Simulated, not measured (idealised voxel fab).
Name of the process module below: voxel self aligned vias
This is section cut - it's 290 nm across, gridded in 5 nm square cells.
How to read a cross-section here: the picture is a grid of square cells, written as bands going from the top down, and any band can span one or more rows of cells. Look at the band entry: it leads with the top's height and the bottom's height in nm. Then it lists the materials left to right, with a width in nm for each. The word "all across" on a single material says that material fills the band edge to edge. The word "empty" is empty space. The reference from which all heights are counted is 0, the level beneath which the as-received wafer is entirely one material; the lowest band, having no lower bound, proceeds downward and is written after the example "z 0 and below". Graded width ("30..40"): value in top row of band = first number; value in bottom row = second number; row-to-row change constant. For the purposes of this document, the phrase "no alteration" attached to a step denotes that no cell within the cross-section was modified by that step. Closed void inventory: empty space of 8 cells or more with no open way to the top, each as width x height at its distance from the left edge, in nm. Read whatever lies past the settings on a step's line as the simulator's own remark about the step. overlay nm: how far to the right of its planned place the mask lay on this masked step (negative: to the left).
THE PROCESS STEPS THAT WERE PLANNED ARE LISTED BELOW
1. RECEIVE (material Si)
2. CONFORMAL_DEP (material SiO2; thk nm 15)
3. CONFORMAL_DEP (material SiCN; thk nm 5)
4. DIRECTIONAL_DEP (material SiO2; thk nm 20)
5. MASKED_ETCH (tone open; mask id LINES; width nm 15; pitch nm 70; etch materials SiO2; depth nm 20; overlay nm 0)
6. CONFORMAL_DEP (material TiN; thk nm 5)
7. FILL_DEP (material Ru; thk nm 10)
8. CMP (height nm 40)
9. SELECTIVE_ETCH (etch materials W Ru TiN; depth nm 10)
10. FILL_DEP (material SiN; thk nm 5)
11. CMP (height nm 40)
12. DIRECTIONAL_DEP (material SiO2; thk nm 20)
13. PATTERN (tone open; mask id VIAS; material resist; width nm 45; thk nm 20; overlay nm 0)
14. DIRECTIONAL_ETCH (etch materials SiO2; depth nm 20)
15. DIRECTIONAL_ETCH (etch materials SiN; depth nm 10)
16. STRIP (etch materials resist)
17. CONFORMAL_DEP (material TiN; thk nm 5)
18. FILL_DEP (material W; thk nm 5)
19. CMP (height nm 60)
20. CONFORMAL_DEP (material SiN; thk nm 5)
Split variable: width nm, step 5. Plan value = first wafer. Wafers start alike.
FIRST WAFER OF SEVERAL, AS RECEIVED: CROSS-SECTION AFTER STEP 1
    z 0 and below | Si all across
    Closed void inventory: none
HERE IS HOW TO READ THE ROWS: EVERY WAFER HAS A ROW, AND IT SHOWS THE WAFER AT THE END OF THE MODULE, GIVING FOR EACH MATERIAL HOW MANY CELLS WERE GAINED (+) OR LOST (-) SINCE THE WAFER WAS RECEIVED, THEN LISTING ITS CLOSED VOIDS
width nm 15; +2 Ru; +58 SiCN; +64 SiN; +578 SiO2; +29 TiN; +23 W; Closed void inventory: none
width nm 20; +4 Ru; +58 SiCN; +66 SiN; +570 SiO2; +31 TiN; +25 W; Closed void inventory: none
width nm 25; +6 Ru; +58 SiCN; +68 SiN; +562 SiO2; +33 TiN; +27 W; Closed void inventory: none
width nm 30; +8 Ru; +58 SiCN; +70 SiN; +554 SiO2; +35 TiN; +29 W; Closed void inventory: none
width nm 35; +10 Ru; +58 SiCN; +72 SiN; +546 SiO2; +37 TiN; +31 W; Closed void inventory: none
width nm 40; +12 Ru; +58 SiCN; +74 SiN; +538 SiO2; +39 TiN; +33 W; Closed void inventory: none
